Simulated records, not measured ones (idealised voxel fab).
process module | voxel gate over fins
cross-section cut | 195 nm wide | cells 5 nm
A cross-section is a grid of square cells, given in bands from the top down. A band is one or more rows of cells.
Each band's line starts with the height of the band's top and of its bottom, in nm. Then come its materials from left to right, each with its width in nm. One material with "throughout" fills the band from edge to edge. "air" is empty space.
Height 0 is the level under which the wafer as received is all one material. The lowest band goes on downwards, as in "0 down".
A width such as "30 to 40" changes by the same amount from each row of cells to the next, from the band's top row to its bottom row.
"no change" after a step means that no cell of the cross-section changed.
closed voids: empty space of 8 cells or more with no open way to the top, each as width x height at its distance from the left edge, in nm
after a step's settings: what the simulator itself notes on the step
overlay nm, on a step with a mask: how far to the right of its planned place the mask lay; to the left if negative
plan
1 op RECEIVE | material Si
2 op CONFORMAL_DEP | material SiN | thk nm 5
3 op PATTERN | tone cover | mask id FINS | material resist | width nm 15 | pitch nm 40 | thk nm 15 | overlay nm 0
4 op DIRECTIONAL_ETCH | etch materials SiN | depth nm 5
5 op DIRECTIONAL_ETCH | etch materials Si | depth nm 40
6 op STRIP | etch materials resist
7 op FILL_DEP | material SiO2 | thk nm 10
8 op CMP | height nm 5
9 op SELECTIVE_ETCH | etch materials SiO2 | depth nm 20
10 op STRIP | etch materials SiN
11 op CONFORMAL_DEP | material HfO2 | thk nm 5
12 op CONFORMAL_DEP | material TiN | thk nm 5
13 op CONFORMAL_DEP | material TiAl | thk nm 5
14 op CONFORMAL_DEP | material TiN | thk nm 5
15 op FILL_DEP | material W | thk nm 15
16 op CMP | height nm 30
17 op CONFORMAL_DEP | material SiN | thk nm 5
as received, after step 1
  0 down: Si throughout
  closed voids: none
first wafer at the end, as planned
  35 to 30: SiN throughout
  30 to 20: W throughout
  20 to 15: W 30 | TiN 135 | W 30
  15 to 10: W 30 | TiN 5 | TiAl 125 | TiN 5 | W 30
  10 to 5: W 30 | TiN 5 | TiAl 5 | TiN 35 | TiAl 5 | TiN 35 | TiAl 5 | TiN 35 | TiAl 5 | TiN 5 | W 30
  5 to 0: TiN 35 | TiAl 5 | TiN 5 | HfO2 25 | TiN 5 | TiAl 5 | TiN 5 | HfO2 25 | TiN 5 | TiAl 5 | TiN 5 | HfO2 25 | TiN 5 | TiAl 5 | TiN 35
  0 to -5: TiAl 40 | TiN 5 | HfO2 5 | Si 15 | HfO2 5 | TiN 5 | TiAl 5 | TiN 5 | HfO2 5 | Si 15 | HfO2 5 | TiN 5 | TiAl 5 | TiN 5 | HfO2 5 | Si 15 | HfO2 5 | TiN 5 | TiAl 40
  -5 to -10: TiN 45 | HfO2 5 | Si 15 | HfO2 5 | TiN 15 | HfO2 5 | Si 15 | HfO2 5 | TiN 15 | HfO2 5 | Si 15 | HfO2 5 | TiN 45
  -10 to -15: HfO2 50 | Si 15 | HfO2 25 | Si 15 | HfO2 25 | Si 15 | HfO2 50
  -15 to -40: SiO2 50 | Si 15 | SiO2 25 | Si 15 | SiO2 25 | Si 15 | SiO2 50
  -40 down: Si throughout
  closed voids: none
second wafer at the end: like start, like plan, one mistake
  35 to 30: SiN throughout
  30 to 25: W 20 | TiN 155 | W 20
  25 to 20: W 20 | TiN 5 | TiAl 145 | TiN 5 | W 20
  20 to 15: W 20 | TiN 5 | TiAl 5 | TiN 135 | TiAl 5 | TiN 5 | W 20
  15 to 10: TiN 25 | TiAl 5 | TiN 5 | HfO2 125 | TiN 5 | TiAl 5 | TiN 25
  10 to 5: TiAl 30 | TiN 5 | HfO2 125 | TiN 5 | TiAl 30
  5 to 0: TiN 35 | HfO2 125 | TiN 35
  0 to -15: HfO2 50 | Si 15 | HfO2 25 | Si 15 | HfO2 25 | Si 15 | HfO2 50
  -15 to -40: SiO2 50 | Si 15 | SiO2 25 | Si 15 | SiO2 25 | Si 15 | SiO2 50
  -40 down: Si throughout
  closed voids: none
what went wrong: step 11 ran as: op CONFORMAL_DEP | material HfO2 | thk nm 15
at the end the second wafer has, in cells: 108 more of HfO2 | 6 fewer of TiAl | 12 fewer of TiN | 90 fewer of W
